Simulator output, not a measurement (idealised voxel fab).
The process module presented herein is designated voxel capacitor over wiring.
The cross-section on display is named cut; it measures 285 nm wide, and its cells are 5 nm squares.
Format of a cross-section: grid, square cells. Given as bands. Order: top down. Band: one or more rows of cells. For a band, the entry starts with two heights in nm, that of the top and then that of the bottom, and carries on with the band's materials in order from left to right, each alongside its width in nm; the word "edge to edge" beside a single material means it fills the band edge to edge, and "blank" means empty space. Basically, 0 is our baseline, since under it the wafer straight out of the box is all one material. The bottom band has no lower end and keeps on going down, so it looks like "z 0 and below". Graded width ("30..40"): value in top row of band = first number; value in bottom row = second number; row-to-row change constant. Reading "identical to before" for a step: not a cell of the cross-section changed in it. Empty spaces without an open route to the top, at least 8 cells in extent, make up the entry "Sealed void listing"; each is given as width x height at distance, where the distance is measured from the left edge, and all are in nm. Whatever follows a step's settings on its line is a remark the simulator itself makes about that step. "overlay nm" denotes, for a step that has a mask, the displacement of the mask to the right of its planned place, with negative values corresponding to the left. Pairs from here to the end. Each: cross-section before one process step, cross-section after it, the latter only as far down as the lowest band that changed. Under each: the step between, and its settings. Mind that the pairs may be taken from different runs of this module on the same starting wafer; whether a pair continues from the pair above depends on its entry headed "Prior to step", and it does only where that entry says so.
### Prior to step
> z 90 to 85 = SiO2: 110 / TiN: 5 / Ru: 5 / TiN: 5 / SiO2: 160
> z 85 to 80 = SiO2: 110 / TiN: 15 / SiO2: 160
> z 80 to 70 = SiO2: 100 / TiN: 55 / SiO2: 130
> z 70 to 65 = SiO2: 100 / SiN: 55 / SiO2: 130
> z 65 to 60 = SiO2: 95 / TiN: 65 / SiO2: 125
> z 60 to 40 = lowk: 100 / TiN: 5 / Cu: 5 / TiN: 5 / lowk: 170
> z 40 to 35 = SiCN: 100 / TiN: 15 / SiCN: 170
> z 35 to 30 = SiN: 85 / TiN: 30 / SiN: 50 / TiN: 30 / SiN: 90
> z 30 to 0 = SiO2 edge to edge
> z 0 and below = Si edge to edge
> Sealed void listing: none
### Resultant Cross-Section
> z 95 to 90 = SiN edge to edge
> All layers under 90 are left as they were.
> Sealed void listing: none
What sits between those two cross-sections? CONFORMAL_DEP (material SiN; thk nm 5)
### Prior to step
> z 70 to 65 = SiN edge to edge
> z 65 to 60 = TiN edge to edge
> z 60 to 40 = lowk: 100 / TiN: 5 / Cu: 5 / TiN: 5 / lowk: 170
> z 40 to 35 = SiCN: 100 / TiN: 15 / SiCN: 170
> z 35 to 15 = SiO2: 85 / TiN: 5 / W: 20 / TiN: 5 / SiO2: 50 / TiN: 5 / W: 20 / TiN: 5 / SiO2: 90
> z 15 to 10 = SiN: 85 / TiN: 30 / SiN: 50 / TiN: 30 / SiN: 90
> z 10 to 0 = SiO2 edge to edge
> z 0 and below = Si edge to edge
> Sealed void listing: none
### Resultant Cross-Section
> z 85 to 70 = TiN edge to edge
> All layers under 70 are left as they were.
> Sealed void listing: none
What sits between those two cross-sections? DIRECTIONAL_DEP (material TiN; thk nm 15)
Prior to step: we pick up right where the pair above leaves off, with its after cross-section.
### Resultant Cross-Section
> z 85 to 75 = blank: 100 / TiN: 55 / blank: 130
> All layers under 75 are left as they were.
> Sealed void listing: none
What sits between those two cross-sections? MASKED_ETCH (tone cover; mask id UPPER_PLATE; width nm 55; etch materials TiN; depth nm 10; overlay nm 0)
Prior to step: we pick up right where the pair above leaves off, with its after cross-section.
### Resultant Cross-Section
> z 95 to 85 = blank: 100 / aC: 55 / blank: 130
> z 85 to 75 = aC: 100 / TiN: 55 / aC: 130
> All layers under 75 are left as they were.
> Sealed void listing: none
What sits between those two cross-sections? DIRECTIONAL_DEP (material aC; thk nm 10)
Prior to step: we pick up right where the pair above leaves off, with its after cross-section.
### Resultant Cross-Section
> z 125 to 95 = blank: 95 / resist: 65 / blank: 125
> z 95 to 85 = blank: 95 / resist: 5 / aC: 55 / resist: 5 / blank: 125
> All layers under 85 are left as they were.
> Sealed void listing: none
What sits between those two cross-sections? PATTERN (tone cover; mask id LOWER_PLATE; material resist; width nm 65; thk nm 30; overlay nm 0)
Prior to step: we pick up right where the pair above leaves off, with its after cross-section.
### Resultant Cross-Section
> z 115 to 95 = blank: 95 / resist: 65 / blank: 125
> z 95 to 85 = blank: 95 / resist: 5 / aC: 55 / resist: 5 / blank: 125
> z 85 to 75 = blank: 95 / aC: 5 / TiN: 55 / aC: 5 / blank: 125
> All layers under 75 are left as they were.
> Sealed void listing: none
What sits between those two cross-sections? DIRECTIONAL_ETCH (etch materials aC; depth nm 10)
Prior to step: we pick up right where the pair above leaves off, with its after cross-section.
### Resultant Cross-Section
> z 95 to 85 = blank: 100 / aC: 55 / blank: 130
> All layers under 85 are left as they were.
> Sealed void listing: none
What sits between those two cross-sections? STRIP (etch materials resist)
Prior to step: we pick up right where the pair above leaves off, with its after cross-section.
### Resultant Cross-Section
> z 95 to 85 = blank: 100 / aC: 55 / blank: 130
> z 85 to 75 = blank: 95 / aC: 5 / TiN: 55 / aC: 5 / blank: 125
> z 75 to 70 = blank: 95 / TiN: 65 / blank: 125
> All layers under 70 are left as they were.
> Sealed void listing: none
What sits between those two cross-sections? DIRECTIONAL_ETCH (etch materials TiN; depth nm 5)
Prior to step: we pick up right where the pair above leaves off, with its after cross-section.
### Resultant Cross-Section
> z 85 to 75 = blank: 100 / TiN: 55 / blank: 130
> All layers under 75 are left as they were.
> Sealed void listing: none
What sits between those two cross-sections? STRIP (etch materials aC)
Prior to step: we pick up right where the pair above leaves off, with its after cross-section.
### Resultant Cross-Section
> z 100 to 85 = SiO2 edge to edge
> z 85 to 75 = SiO2: 100 / TiN: 55 / SiO2: 130
> z 75 to 70 = SiO2: 95 / TiN: 65 / SiO2: 125
> All layers under 70 are left as they were.
> Sealed void listing: none
What sits between those two cross-sections? FILL_DEP (material SiO2; thk nm 15)
Prior to step: we pick up right where the pair above leaves off, with its after cross-section.
### Resultant Cross-Section
> z 90 to 85 = SiO2 edge to edge
> All layers under 85 are left as they were.
> Sealed void listing: none
What sits between those two cross-sections? CMP (height nm 90)
Prior to step: we pick up right where the pair above leaves off, with its after cross-section.
### Resultant Cross-Section
> z 90 to 85 = SiO2: 110 / blank: 15 / SiO2: 160
> All layers under 85 are left as they were.
> Sealed void listing: none
What sits between those two cross-sections? MASKED_ETCH (tone open; mask id PLUG_2; width nm 15; etch materials SiO2; depth nm 10; overlay nm 0)
Prior to step: we pick up right where the pair above leaves off, with its after cross-section.
### Resultant Cross-Section
> z 95 to 90 = TiN: 115 / blank: 5 / TiN: 165
> z 90 to 85 = SiO2: 110 / TiN: 15 / SiO2: 160
> All layers under 85 are left as they were.
> Sealed void listing: none
What sits between those two cross-sections? CONFORMAL_DEP (material TiN; thk nm 5)
Prior to step: we pick up right where the pair above leaves off, with its after cross-section.
### Resultant Cross-Section
> z 100 to 95 = Ru edge to edge
> z 95 to 90 = TiN: 115 / Ru: 5 / TiN: 165
> All layers under 90 are left as they were.
> Sealed void listing: none
What sits between those two cross-sections? FILL_DEP (material Ru; thk nm 5)
Prior to step: we pick up right where the pair above leaves off, with its after cross-section.
### Resultant Cross-Section
> z 90 to 85 = SiO2: 110 / TiN: 15 / SiO2: 160
> All layers under 85 are left as they were.
> Sealed void listing: none
What sits between those two cross-sections? CMP (height nm 90)
Prior to step: we pick up right where the pair above leaves off, with its after cross-section.
### Resultant Cross-Section
> z 95 to 90 = SiN edge to edge
> All layers under 90 are left as they were.
> Sealed void listing: none
What sits between those two cross-sections? CONFORMAL_DEP (material SiN; thk nm 5)
### Prior to step
> z 60 to 40 = lowk edge to edge
> z 40 to 35 = SiCN edge to edge
> z 35 to 15 = SiO2: 85 / TiN: 5 / W: 20 / TiN: 5 / SiO2: 50 / TiN: 5 / W: 20 / TiN: 5 / SiO2: 90
> z 15 to 10 = SiN: 85 / TiN: 30 / SiN: 50 / TiN: 30 / SiN: 90
> z 10 to 0 = SiO2 edge to edge
> z 0 and below = Si edge to edge
> Sealed void listing: none
### Resultant Cross-Section
> z 80 to 60 = resist: 100 / blank: 20 / resist: 165
> All layers under 60 are left as they were.
> Sealed void listing: none
What sits between those two cross-sections? PATTERN (tone open; mask id PLUG_1; material resist; width nm 20; thk nm 20; overlay nm 0)
Prior to step: we pick up right where the pair above leaves off, with its after cross-section.
### Resultant Cross-Section
> z 80 to 60 = resist: 100 / blank: 20 / resist: 165
> z 60 to 40 = lowk: 100 / blank: 20 / lowk: 165
> All layers under 40 are left as they were.
> Sealed void listing: none
What sits between those two cross-sections? DIRECTIONAL_ETCH (etch materials lowk; depth nm 20)
Prior to step: we pick up right where the pair above leaves off, with its after cross-section.
### Resultant Cross-Section
> z 80 to 60 = resist: 100 / blank: 20 / resist: 165
> z 60 to 40 = lowk: 100 / blank: 20 / lowk: 165
> z 40 to 35 = SiCN: 100 / blank: 20 / SiCN: 165
> All layers under 35 are left as they were.
> Sealed void listing: none
What sits between those two cross-sections? DIRECTIONAL_ETCH (etch materials SiCN; depth nm 5)
Prior to step: we pick up right where the pair above leaves off, with its after cross-section.
### Resultant Cross-Section
> z 60 to 40 = lowk: 100 / blank: 20 / lowk: 165
> All layers under 40 are left as they were.
> Sealed void listing: none
What sits between those two cross-sections? STRIP (etch materials resist)
Prior to step: we pick up right where the pair above leaves off, with its after cross-section.
### Resultant Cross-Section
> z 65 to 60 = TiN: 105 / blank: 10 / TiN: 170
> z 60 to 40 = lowk: 100 / TiN: 5 / blank: 10 / TiN: 5 / lowk: 165
> z 40 to 35 = SiCN: 100 / TiN: 20 / SiCN: 165
> All layers under 35 are left as they were.
> Sealed void listing: none
What sits between those two cross-sections? CONFORMAL_DEP (material TiN; thk nm 5)
Prior to step: we pick up right where the pair above leaves off, with its after cross-section.
### Resultant Cross-Section
> z 75 to 65 = Cu edge to edge
> z 65 to 60 = TiN: 105 / Cu: 10 / TiN: 170
> z 60 to 40 = lowk: 100 / TiN: 5 / Cu: 10 / TiN: 5 / lowk: 165
> All layers under 40 are left as they were.
> Sealed void listing: none
What sits between those two cross-sections? FILL_DEP (material Cu; thk nm 10)
Prior to step: we pick up right where the pair above leaves off, with its after cross-section.
### Resultant Cross-Section
> z 60 to 40 = lowk: 100 / TiN: 5 / Cu: 10 / TiN: 5 / lowk: 165
> All layers under 40 are left as they were.
> Sealed void listing: none
What sits between those two cross-sections? CMP (height nm 60)
Prior to step: we pick up right where the pair above leaves off, with its after cross-section.
### Resultant Cross-Section
> z 65 to 60 = TiN edge to edge
> All layers under 60 are left as they were.
> Sealed void listing: none
What sits between those two cross-sections? DIRECTIONAL_DEP (material TiN; thk nm 5)
Prior to step: we pick up right where the pair above leaves off, with its after cross-section.
### Resultant Cross-Section
> z 70 to 65 = SiN edge to edge
> All layers under 65 are left as they were.
> Sealed void listing: none
What sits between those two cross-sections? DIRECTIONAL_DEP (material SiN; thk nm 5)
Prior to step: we pick up right where the pair above leaves off, with its after cross-section.
### Resultant Cross-Section
> z 80 to 70 = TiN edge to edge
> All layers under 70 are left as they were.
> Sealed void listing: none
What sits between those two cross-sections? DIRECTIONAL_DEP (material TiN; thk nm 10)
Prior to step: we pick up right where the pair above leaves off, with its after cross-section.
### Resultant Cross-Section
> z 80 to 70 = blank: 100 / TiN: 55 / blank: 130
> All layers under 70 are left as they were.
> Sealed void listing: none
What sits between those two cross-sections? MASKED_ETCH (tone cover; mask id UPPER_PLATE; width nm 55; etch materials TiN; depth nm 10; overlay nm 0)
Prior to step: we pick up right where the pair above leaves off, with its after cross-section.
### Resultant Cross-Section
> z 80 to 70 = blank: 100 / TiN: 55 / blank: 130
> z 70 to 65 = blank: 100 / SiN: 55 / blank: 130
> All layers under 65 are left as they were.
> Sealed void listing: none
What sits between those two cross-sections? MASKED_ETCH (tone cover; mask id UPPER_PLATE; width nm 55; etch materials SiN; depth nm 5; overlay nm 0)
Prior to step: we pick up right where the pair above leaves off, with its after cross-section.
### Resultant Cross-Section
> z 90 to 80 = blank: 100 / aC: 55 / blank: 130
> z 80 to 75 = blank: 100 / TiN: 55 / blank: 130
> z 75 to 70 = aC: 100 / TiN: 55 / aC: 130
> z 70 to 65 = aC: 100 / SiN: 55 / aC: 130
> All layers under 65 are left as they were.
> Sealed void listing: none
What sits between those two cross-sections? DIRECTIONAL_DEP (material aC; thk nm 10)
Prior to step: we pick up right where the pair above leaves off, with its after cross-section.
### Resultant Cross-Section
> z 120 to 90 = blank: 95 / resist: 65 / blank: 125
> z 90 to 80 = blank: 95 / resist: 5 / aC: 55 / resist: 5 / blank: 125
> z 80 to 75 = blank: 95 / resist: 5 / TiN: 55 / resist: 5 / blank: 125
> All layers under 75 are left as they were.
> Sealed void listing: none
What sits between those two cross-sections? PATTERN (tone cover; mask id LOWER_PLATE; material resist; width nm 65; thk nm 30; overlay nm 0)
Prior to step: we pick up right where the pair above leaves off, with its after cross-section.
### Resultant Cross-Section
> z 110 to 90 = blank: 95 / resist: 65 / blank: 125
> z 90 to 80 = blank: 95 / resist: 5 / aC: 55 / resist: 5 / blank: 125
> z 80 to 75 = blank: 95 / resist: 5 / TiN: 55 / resist: 5 / blank: 125
> z 75 to 70 = blank: 95 / aC: 5 / TiN: 55 / aC: 5 / blank: 125
> z 70 to 65 = blank: 95 / aC: 5 / SiN: 55 / aC: 5 / blank: 125
> All layers under 65 are left as they were.
> Sealed void listing: none
What sits between those two cross-sections? DIRECTIONAL_ETCH (etch materials aC; depth nm 10)
Prior to step: we pick up right where the pair above leaves off, with its after cross-section.
### Resultant Cross-Section
> z 90 to 80 = blank: 100 / aC: 55 / blank: 130
> z 80 to 75 = blank: 100 / TiN: 55 / blank: 130
> All layers under 75 are left as they were.
> Sealed void listing: none
What sits between those two cross-sections? STRIP (etch materials resist)
Prior to step: we pick up right where the pair above leaves off, with its after cross-section.
### Resultant Cross-Section
> z 90 to 80 = blank: 100 / aC: 55 / blank: 130
> z 80 to 75 = blank: 100 / TiN: 55 / blank: 130
> z 75 to 70 = blank: 95 / aC: 5 / TiN: 55 / aC: 5 / blank: 125
> z 70 to 65 = blank: 95 / aC: 5 / SiN: 55 / aC: 5 / blank: 125
> z 65 to 60 = blank: 95 / TiN: 65 / blank: 125
> All layers under 60 are left as they were.
> Sealed void listing: none
What sits between those two cross-sections? DIRECTIONAL_ETCH (etch materials TiN; depth nm 5)
Prior to step: we pick up right where the pair above leaves off, with its after cross-section.
### Resultant Cross-Section
> z 80 to 70 = blank: 100 / TiN: 55 / blank: 130
> z 70 to 65 = blank: 100 / SiN: 55 / blank: 130
> All layers under 65 are left as they were.
> Sealed void listing: none
What sits between those two cross-sections? STRIP (etch materials aC)
Prior to step: we pick up right where the pair above leaves off, with its after cross-section.
### Resultant Cross-Section
> z 95 to 80 = SiO2 edge to edge
> z 80 to 70 = SiO2: 100 / TiN: 55 / SiO2: 130
> z 70 to 65 = SiO2: 100 / SiN: 55 / SiO2: 130
> z 65 to 60 = SiO2: 95 / TiN: 65 / SiO2: 125
> All layers under 60 are left as they were.
> Sealed void listing: none
What sits between those two cross-sections? FILL_DEP (material SiO2; thk nm 15)
Prior to step: we pick up right where the pair above leaves off, with its after cross-section.
### Resultant Cross-Section
> z 90 to 80 = SiO2 edge to edge
> All layers under 80 are left as they were.
> Sealed void listing: none
What sits between those two cross-sections? CMP (height nm 90)
Prior to step: we pick up right where the pair above leaves off, with its after cross-section.
### Resultant Cross-Section
> z 90 to 80 = SiO2: 110 / blank: 15 / SiO2: 160
> All layers under 80 are left as they were.
> Sealed void listing: none
What sits between those two cross-sections? MASKED_ETCH (tone open; mask id PLUG_2; width nm 15; etch materials SiO2; depth nm 10; overlay nm 0)
Prior to step: we pick up right where the pair above leaves off, with its after cross-section.
### Resultant Cross-Section
> z 95 to 90 = TiN: 115 / blank: 5 / TiN: 165
> z 90 to 85 = SiO2: 110 / TiN: 5 / blank: 5 / TiN: 5 / SiO2: 160
> z 85 to 80 = SiO2: 110 / TiN: 15 / SiO2: 160
> All layers under 80 are left as they were.
> Sealed void listing: none
What sits between those two cross-sections? CONFORMAL_DEP (material TiN; thk nm 5)
Prior to step: we pick up right where the pair above leaves off, with its after cross-section.
### Resultant Cross-Section
> z 100 to 95 = Ru edge to edge
> z 95 to 90 = TiN: 115 / Ru: 5 / TiN: 165
> z 90 to 85 = SiO2: 110 / TiN: 5 / Ru: 5 / TiN: 5 / SiO2: 160
> All layers under 85 are left as they were.
> Sealed void listing: none
What sits between those two cross-sections? FILL_DEP (material Ru; thk nm 5)
Prior to step: we pick up right where the pair above leaves off, with its after cross-section.
### Resultant Cross-Section
> z 90 to 85 = SiO2: 110 / TiN: 5 / Ru: 5 / TiN: 5 / SiO2: 160
> All layers under 85 are left as they were.
> Sealed void listing: none
What sits between those two cross-sections? CMP (height nm 90)
Prior to step: we pick up right where the pair above leaves off, with its after cross-section.
### Resultant Cross-Section
> z 95 to 90 = SiN edge to edge
> All layers under 90 are left as they were.
> Sealed void listing: none
What sits between those two cross-sections? CONFORMAL_DEP (material SiN; thk nm 5)
### Prior to step
> z 90 to 80 = SiO2 edge to edge
> z 80 to 70 = SiO2: 100 / TiN: 55 / SiO2: 130
> z 70 to 65 = SiO2: 100 / SiN: 55 / SiO2: 130
> z 65 to 60 = SiO2: 95 / TiN: 65 / SiO2: 125
> z 60 to 40 = lowk: 100 / TiN: 5 / Cu: 5 / TiN: 5 / lowk: 170
> z 40 to 35 = SiCN: 100 / TiN: 15 / SiCN: 170
> z 35 to 15 = SiO2: 85 / TiN: 5 / W: 20 / TiN: 5 / SiO2: 50 / TiN: 5 / W: 20 / TiN: 5 / SiO2: 90
> z 15 to 10 = SiN: 85 / TiN: 30 / SiN: 50 / TiN: 30 / SiN: 90
> z 10 to 0 = SiO2 edge to edge
> z 0 and below = Si edge to edge
> Sealed void listing: none
### Resultant Cross-Section
> z 90 to 80 = SiO2: 100 / blank: 15 / SiO2: 170
> All layers under 80 are left as they were.
> Sealed void listing: none
What sits between those two cross-sections? MASKED_ETCH (tone open; mask id PLUG_2; width nm 15; etch materials SiO2; depth nm 10; overlay nm -10)
Prior to step: we pick up right where the pair above leaves off, with its after cross-section.
### Resultant Cross-Section
> z 95 to 90 = TiN: 105 / blank: 5 / TiN: 175
> z 90 to 85 = SiO2: 100 / TiN: 5 / blank: 5 / TiN: 5 / SiO2: 170
> z 85 to 80 = SiO2: 100 / TiN: 15 / SiO2: 170
> All layers under 80 are left as they were.
> Sealed void listing: none
What sits between those two cross-sections? CONFORMAL_DEP (material TiN; thk nm 5)
Prior to step: we pick up right where the pair above leaves off, with its after cross-section.
### Resultant Cross-Section
> z 100 to 95 = Ru edge to edge
> z 95 to 90 = TiN: 105 / Ru: 5 / TiN: 175
> z 90 to 85 = SiO2: 100 / TiN: 5 / Ru: 5 / TiN: 5 / SiO2: 170
> All layers under 85 are left as they were.
> Sealed void listing: none
What sits between those two cross-sections? FILL_DEP (material Ru; thk nm 5)
Prior to step: we pick up right where the pair above leaves off, with its after cross-section.
### Resultant Cross-Section
> z 90 to 85 = SiO2: 100 / TiN: 5 / Ru: 5 / TiN: 5 / SiO2: 170
> All layers under 85 are left as they were.
> Sealed void listing: none
What sits between those two cross-sections? CMP (height nm 90)
Prior to step: we pick up right where the pair above leaves off, with its after cross-section.
### Resultant Cross-Section
> z 95 to 90 = SiN edge to edge
> All layers under 90 are left as they were.
> Sealed void listing: none
What sits between those two cross-sections? CONFORMAL_DEP (material SiN; thk nm 5)
### Prior to step
> z 40 to 35 = SiCN edge to edge
> z 35 to 15 = SiO2: 85 / TiN: 5 / W: 20 / TiN: 5 / SiO2: 50 / TiN: 5 / W: 20 / TiN: 5 / SiO2: 90
> z 15 to 10 = SiN: 85 / TiN: 30 / SiN: 50 / TiN: 30 / SiN: 90
> z 10 to 0 = SiO2 edge to edge
> z 0 and below = Si edge to edge
> Sealed void listing: none
### Resultant Cross-Section
> z 60 to 40 = TiN edge to edge
> All layers under 40 are left as they were.
> Sealed void listing: none
What sits between those two cross-sections? DIRECTIONAL_DEP (material TiN; thk nm 20)
Prior to step: we pick up right where the pair above leaves off, with its after cross-section.
### Resultant Cross-Section
> z 80 to 60 = resist: 100 / blank: 15 / resist: 170
> All layers under 60 are left as they were.
> Sealed void listing: none
What sits between those two cross-sections? PATTERN (tone open; mask id PLUG_1; material resist; width nm 15; thk nm 20; overlay nm 0)
Prior to step: we pick up right where the pair above leaves off, with its after cross-section.
### Resultant Cross-Section
> z 60 to 40 = TiN edge to edge
> All layers under 40 are left as they were.
> Sealed void listing: none
What sits between those two cross-sections? STRIP (etch materials resist)
Prior to step: we pick up right where the pair above leaves off, with its after cross-section.
### Resultant Cross-Section
> z 65 to 40 = TiN edge to edge
> All layers under 40 are left as they were.
> Sealed void listing: none
What sits between those two cross-sections? CONFORMAL_DEP (material TiN; thk nm 5)
Prior to step: we pick up right where the pair above leaves off, with its after cross-section.
### Resultant Cross-Section
> z 75 to 65 = Cu edge to edge
> All layers under 65 are left as they were.
> Sealed void listing: none
What sits between those two cross-sections? FILL_DEP (material Cu; thk nm 10)
Prior to step: we pick up right where the pair above leaves off, with its after cross-section.
### Resultant Cross-Section
> z 60 to 40 = TiN edge to edge
> All layers under 40 are left as they were.
> Sealed void listing: none
What sits between those two cross-sections? CMP (height nm 60)
Prior to step: we pick up right where the pair above leaves off, with its after cross-section.
### Resultant Cross-Section
> z 65 to 40 = TiN edge to edge
> All layers under 40 are left as they were.
> Sealed void listing: none
What sits between those two cross-sections? DIRECTIONAL_DEP (material TiN; thk nm 5)
Prior to step: we pick up right where the pair above leaves off, with its after cross-section.
### Resultant Cross-Section
> z 70 to 65 = SiN edge to edge
> All layers under 65 are left as they were.
> Sealed void listing: none
What sits between those two cross-sections? DIRECTIONAL_DEP (material SiN; thk nm 5)
Prior to step: we pick up right where the pair above leaves off, with its after cross-section.
### Resultant Cross-Section
> z 80 to 70 = TiN edge to edge
> All layers under 70 are left as they were.
> Sealed void listing: none
What sits between those two cross-sections? DIRECTIONAL_DEP (material TiN; thk nm 10)
Prior to step: we pick up right where the pair above leaves off, with its after cross-section.
### Resultant Cross-Section
> z 80 to 70 = blank: 100 / TiN: 55 / blank: 130
> All layers under 70 are left as they were.
> Sealed void listing: none
What sits between those two cross-sections? MASKED_ETCH (tone cover; mask id UPPER_PLATE; width nm 55; etch materials TiN; depth nm 10; overlay nm 0)
Prior to step: we pick up right where the pair above leaves off, with its after cross-section.
### Resultant Cross-Section
> z 80 to 70 = blank: 100 / TiN: 55 / blank: 130
> z 70 to 65 = blank: 100 / SiN: 55 / blank: 130
> All layers under 65 are left as they were.
> Sealed void listing: none
What sits between those two cross-sections? MASKED_ETCH (tone cover; mask id UPPER_PLATE; width nm 55; etch materials SiN; depth nm 5; overlay nm 0)
Prior to step: we pick up right where the pair above leaves off, with its after cross-section.
### Resultant Cross-Section
> z 90 to 80 = blank: 100 / aC: 55 / blank: 130
> z 80 to 75 = blank: 100 / TiN: 55 / blank: 130
> z 75 to 70 = aC: 100 / TiN: 55 / aC: 130
> z 70 to 65 = aC: 100 / SiN: 55 / aC: 130
> All layers under 65 are left as they were.
> Sealed void listing: none
What sits between those two cross-sections? DIRECTIONAL_DEP (material aC; thk nm 10)
Prior to step: we pick up right where the pair above leaves off, with its after cross-section.
### Resultant Cross-Section
> z 120 to 90 = blank: 95 / resist: 65 / blank: 125
> z 90 to 80 = blank: 95 / resist: 5 / aC: 55 / resist: 5 / blank: 125
> z 80 to 75 = blank: 95 / resist: 5 / TiN: 55 / resist: 5 / blank: 125
> All layers under 75 are left as they were.
> Sealed void listing: none
What sits between those two cross-sections? PATTERN (tone cover; mask id LOWER_PLATE; material resist; width nm 65; thk nm 30; overlay nm 0)
Prior to step: we pick up right where the pair above leaves off, with its after cross-section.
### Resultant Cross-Section
> z 110 to 90 = blank: 95 / resist: 65 / blank: 125
> z 90 to 80 = blank: 95 / resist: 5 / aC: 55 / resist: 5 / blank: 125
> z 80 to 75 = blank: 95 / resist: 5 / TiN: 55 / resist: 5 / blank: 125
> z 75 to 70 = blank: 95 / aC: 5 / TiN: 55 / aC: 5 / blank: 125
> z 70 to 65 = blank: 95 / aC: 5 / SiN: 55 / aC: 5 / blank: 125
> All layers under 65 are left as they were.
> Sealed void listing: none
What sits between those two cross-sections? DIRECTIONAL_ETCH (etch materials aC; depth nm 10)
Prior to step: we pick up right where the pair above leaves off, with its after cross-section.
### Resultant Cross-Section
> z 90 to 80 = blank: 100 / aC: 55 / blank: 130
> z 80 to 75 = blank: 100 / TiN: 55 / blank: 130
> All layers under 75 are left as they were.
> Sealed void listing: none
What sits between those two cross-sections? STRIP (etch materials resist)
Prior to step: we pick up right where the pair above leaves off, with its after cross-section.
### Resultant Cross-Section
> z 90 to 80 = blank: 100 / aC: 55 / blank: 130
> z 80 to 75 = blank: 100 / TiN: 55 / blank: 130
> z 75 to 70 = blank: 95 / aC: 5 / TiN: 55 / aC: 5 / blank: 125
> z 70 to 65 = blank: 95 / aC: 5 / SiN: 55 / aC: 5 / blank: 125
> z 65 to 60 = blank: 95 / TiN: 65 / blank: 125
> All layers under 60 are left as they were.
> Sealed void listing: none
What sits between those two cross-sections? DIRECTIONAL_ETCH (etch materials TiN; depth nm 5)
Prior to step: we pick up right where the pair above leaves off, with its after cross-section.
### Resultant Cross-Section
> z 80 to 70 = blank: 100 / TiN: 55 / blank: 130
> z 70 to 65 = blank: 100 / SiN: 55 / blank: 130
> All layers under 65 are left as they were.
> Sealed void listing: none
What sits between those two cross-sections? STRIP (etch materials aC)
Prior to step: we pick up right where the pair above leaves off, with its after cross-section.
### Resultant Cross-Section
> z 95 to 80 = SiO2 edge to edge
> z 80 to 70 = SiO2: 100 / TiN: 55 / SiO2: 130
> z 70 to 65 = SiO2: 100 / SiN: 55 / SiO2: 130
> z 65 to 60 = SiO2: 95 / TiN: 65 / SiO2: 125
> All layers under 60 are left as they were.
> Sealed void listing: none
What sits between those two cross-sections? FILL_DEP (material SiO2; thk nm 15)
Prior to step: we pick up right where the pair above leaves off, with its after cross-section.
### Resultant Cross-Section
> z 90 to 80 = SiO2 edge to edge
> All layers under 80 are left as they were.
> Sealed void listing: none
What sits between those two cross-sections? CMP (height nm 90)
Prior to step: we pick up right where the pair above leaves off, with its after cross-section.
### Resultant Cross-Section
> z 90 to 80 = SiO2: 110 / blank: 15 / SiO2: 160
> All layers under 80 are left as they were.
> Sealed void listing: none
What sits between those two cross-sections? MASKED_ETCH (tone open; mask id PLUG_2; width nm 15; etch materials SiO2; depth nm 10; overlay nm 0)
Prior to step: we pick up right where the pair above leaves off, with its after cross-section.
### Resultant Cross-Section
> z 95 to 90 = TiN: 115 / blank: 5 / TiN: 165
> z 90 to 85 = SiO2: 110 / TiN: 5 / blank: 5 / TiN: 5 / SiO2: 160
> z 85 to 80 = SiO2: 110 / TiN: 15 / SiO2: 160
> All layers under 80 are left as they were.
> Sealed void listing: none
What sits between those two cross-sections? CONFORMAL_DEP (material TiN; thk nm 5)
Prior to step: we pick up right where the pair above leaves off, with its after cross-section.
### Resultant Cross-Section
> z 100 to 95 = Ru edge to edge
> z 95 to 90 = TiN: 115 / Ru: 5 / TiN: 165
> z 90 to 85 = SiO2: 110 / TiN: 5 / Ru: 5 / TiN: 5 / SiO2: 160
> All layers under 85 are left as they were.
> Sealed void listing: none
What sits between those two cross-sections? FILL_DEP (material Ru; thk nm 5)
Prior to step: we pick up right where the pair above leaves off, with its after cross-section.
### Resultant Cross-Section
> z 90 to 85 = SiO2: 110 / TiN: 5 / Ru: 5 / TiN: 5 / SiO2: 160
> All layers under 85 are left as they were.
> Sealed void listing: none
What sits between those two cross-sections? CMP (height nm 90)
Prior to step: we pick up right where the pair above leaves off, with its after cross-section.
### Resultant Cross-Section
> z 95 to 90 = SiN edge to edge
> All layers under 90 are left as they were.
> Sealed void listing: none
What sits between those two cross-sections? CONFORMAL_DEP (material SiN; thk nm 5)
### Prior to step
> z 80 to 70 = TiN edge to edge
> z 70 to 65 = SiN edge to edge
> z 65 to 60 = TiN edge to edge
> z 60 to 40 = lowk: 100 / TiN: 5 / Cu: 5 / TiN: 5 / lowk: 170
> z 40 to 35 = SiCN: 100 / TiN: 15 / SiCN: 170
> z 35 to 15 = SiO2: 85 / TiN: 5 / W: 20 / TiN: 5 / SiO2: 50 / TiN: 5 / W: 20 / TiN: 5 / SiO2: 90
> z 15 to 10 = SiN: 85 / TiN: 30 / SiN: 50 / TiN: 30 / SiN: 90
> z 10 to 0 = SiO2 edge to edge
> z 0 and below = Si edge to edge
> Sealed void listing: none
### Resultant Cross-Section
> z 80 to 70 = TiN: 100 / blank: 55 / TiN: 130
> All layers under 70 are left as they were.
> Sealed void listing: none
What sits between those two cross-sections? MASKED_ETCH (tone open; mask id UPPER_PLATE; width nm 55; etch materials TiN; depth nm 10; overlay nm 0)
Prior to step: we pick up right where the pair above leaves off, with its after cross-section.
### Resultant Cross-Section
> z 90 to 80 = aC: 100 / blank: 55 / aC: 130
> z 80 to 70 = TiN: 100 / aC: 55 / TiN: 130
> All layers under 70 are left as they were.
> Sealed void listing: none
What sits between those two cross-sections? DIRECTIONAL_DEP (material aC; thk nm 10)
Prior to step: we pick up right where the pair above leaves off, with its after cross-section.
### Resultant Cross-Section
> z 120 to 90 = blank: 95 / resist: 65 / blank: 125
> z 90 to 80 = aC: 100 / resist: 55 / aC: 130
> All layers under 80 are left as they were.
> Sealed void listing: none
What sits between those two cross-sections? PATTERN (tone cover; mask id LOWER_PLATE; material resist; width nm 65; thk nm 30; overlay nm 0)
Prior to step: we pick up right where the pair above leaves off, with its after cross-section.
### Resultant Cross-Section
> z 110 to 90 = blank: 95 / resist: 65 / blank: 125
> z 90 to 80 = blank: 95 / aC: 5 / resist: 55 / aC: 5 / blank: 125
> All layers under 80 are left as they were.
> Sealed void listing: none
What sits between those two cross-sections? DIRECTIONAL_ETCH (etch materials aC; depth nm 10)
Prior to step: we pick up right where the pair above leaves off, with its after cross-section.
### Resultant Cross-Section
> z 90 to 80 = blank: 95 / aC: 5 / blank: 55 / aC: 5 / blank: 125
> All layers under 80 are left as they were.
> Sealed void listing: none
What sits between those two cross-sections? STRIP (etch materials resist)
